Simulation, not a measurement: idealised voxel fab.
A process module follows: voxel tone inversion.
It is cross-section cut that appears here, measuring 220 nm in width, its square cells being 5 nm in size.
Cross-section = grid of square cells, listed top down in bands; band = one or more rows. Quick guide to a band line: top height, bottom height (nm) up front; then every material left to right with its width in nm. Only one material and it's marked "everywhere"? Then it fills the band edge to edge. And "air" just means empty space. Measure heights from 0. That's the level where, below it, the as-received wafer is all one material. The lowest band is bottomless and extends downward; write it as in "z 0 and below". Width: "30->40" (first number = top row, second number = bottom row, same change from row to row of cells). "nothing got changed" (step): cross-section cells unchanged, all of them. For the entry "Closed void roster", the listed items are empty spaces with no open way to the top whose size is 8 cells or more; each item follows the pattern width x height at distance, where distance is from the left edge and all three are in nm. Formally, on a step line, whatever follows the settings is a remark that the simulator itself makes on the step. Each step line may optionally specify "overlay nm", which for a step with a mask gives the rightward distance between the mask's planned place and where it lay, a negative value indicating the leftward direction.

### Planned process steps
step 1: RECEIVE [material Si]
step 2: CONFORMAL_DEP [material SiN] [thk nm 10]
step 3: DIRECTIONAL_DEP [material aC] [thk nm 15]
step 4: PATTERN [tone cover] [mask id POSTS] [material resist] [width nm 15] [pitch nm 45] [thk nm 25] [overlay nm -15]
step 5: DIRECTIONAL_ETCH [etch materials aC] [depth nm 15]
step 6: STRIP [etch materials resist]
step 7: FILL_DEP [material lowk] [thk nm 10]
step 8: CMP [height nm 25]
step 9: STRIP [etch materials aC]
Keep in mind the plan's value for the overlay nm of step 4 comes from the first wafer; the wafers don't share that setting, but they do share the same starting point.

### Cross-section: the first of several wafers in its as-received state, i.e. following step 1
* z 0 and below  Si everywhere
* Closed void roster: none

### each wafer at the end: cells of each material gained (+) or lost (-) since it was received, then its closed voids
overlay nm -15 | +88 SiN | +96 lowk | Closed void roster: none
overlay nm -10 | +88 SiN | +96 lowk | Closed void roster: none
overlay nm -5 | +88 SiN | +96 lowk | Closed void roster: none
overlay nm 0 | +88 SiN | +96 lowk | Closed void roster: none
overlay nm 5 | +88 SiN | +96 lowk | Closed void roster: none
overlay nm 10 | +88 SiN | +96 lowk | Closed void roster: none
overlay nm 15 | +88 SiN | +96 lowk | Closed void roster: none
